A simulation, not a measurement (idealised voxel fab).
Herein follows the process module entitled voxel self aligned vias.
Section shown: cut. Width: 295 nm. Cell size: 5 nm, square.
Heads up, the way a cross-section reads in here is a grid of square cells, handed over as bands from the top down, with every band being one or more rows of cells.
Within each band entry, the heights of the top and of the bottom of the band appear first, in that order and in nm; the materials of the band then follow from left to right, each with its corresponding width in nm. The designation "all across" on a single material indicates that it fills the band from edge to edge; the designation "blank" indicates empty space.
Zero point of the height axis is 0; under it, received wafer = one material. Lowest band: continues down indefinitely, "from 0 down".
Quick explanation for "30..40": the width changes in equal steps down the rows of cells, from the first number in the band's top row to the second number in its bottom row.
Basically "nothing was modified" means that step didn't change any cell in the cross-section.
"Unvented cavities" enumerates empty spaces isolated from the top, with no open way to it, that contain at least 8 cells, giving each as width x height at distance from the left edge, all three in nm.
Note: text after step settings on the step line = simulator remark on that step.
overlay nm: right-of-plan distance of the mask on a masked step; negative values mean left-of-plan.
## Set out below are the planned steps of the process
1. RECEIVE [material Si]
2. CONFORMAL_DEP [material SiO2] [thk nm 10]
3. CONFORMAL_DEP [material SiCN] [thk nm 5]
4. DIRECTIONAL_DEP [material SiO2] [thk nm 25]
5. MASKED_ETCH [tone open] [mask id LINES] [width nm 20] [pitch nm 55] [etch materials SiO2] [depth nm 25] [overlay nm 0]
6. CONFORMAL_DEP [material TiN] [thk nm 5]
7. FILL_DEP [material W] [thk nm 10]
8. CMP [height nm 40]
9. SELECTIVE_ETCH [etch materials W Ru TiN] [depth nm 10]
10. FILL_DEP [material SiN] [thk nm 10]
11. CMP [height nm 40]
12. DIRECTIONAL_DEP [material SiO2] [thk nm 20]
13. MASKED_ETCH [tone open] [mask id VIAS] [width nm 40] [pitch nm 55] [etch materials SiO2] [depth nm 20] [overlay nm 0]
14. MASKED_ETCH [tone open] [mask id VIAS] [width nm 40] [pitch nm 55] [etch materials SiN] [depth nm 10] [overlay nm 0]
15. CONFORMAL_DEP [material TiN] [thk nm 5]
16. FILL_DEP [material Cu] [thk nm 10]
17. CMP [height nm 60]
18. CONFORMAL_DEP [material SiCN] [thk nm 5]
## Cross-section of the wafer at receipt, which is the condition after step 1
    from 0 down | Si all across
    Unvented cavities: none
## What the wafer looks like in cross-section after this module, when it starts as shown above and follows the plan above but one mistake is made in running it
    from 65 to 60 | SiCN all across
    from 60 to 45 | 65 nm Cu | 5 nm TiN | 40 nm SiO2 | 5 nm TiN | 5 nm Cu | 5 nm TiN | 40 nm SiO2 | 5 nm TiN | 5 nm Cu | 5 nm TiN | 40 nm SiO2 | 5 nm TiN | 70 nm Cu
    from 45 to 40 | 70 nm TiN | 40 nm SiO2 | 15 nm TiN | 40 nm SiO2 | 15 nm TiN | 40 nm SiO2 | 75 nm TiN
    from 40 to 30 | 80 nm SiO2 | 20 nm SiN | 35 nm SiO2 | 20 nm SiN | 35 nm SiO2 | 20 nm SiN | 85 nm SiO2
    from 30 to 20 | 80 nm SiO2 | 5 nm TiN | 10 nm W | 5 nm TiN | 35 nm SiO2 | 5 nm TiN | 10 nm W | 5 nm TiN | 35 nm SiO2 | 5 nm TiN | 10 nm W | 5 nm TiN | 85 nm SiO2
    from 20 to 15 | 80 nm SiO2 | 20 nm TiN | 35 nm SiO2 | 20 nm TiN | 35 nm SiO2 | 20 nm TiN | 85 nm SiO2
    from 15 to 10 | SiCN all across
    from 10 to 0 | SiO2 all across
    from 0 down | Si all across
    Unvented cavities: none
Error vs. plan: step 13 changed vs plan, executed as MASKED_ETCH [tone cover] [mask id VIAS] [width nm 40] [pitch nm 55] [etch materials SiO2] [depth nm 20] [overlay nm 0]
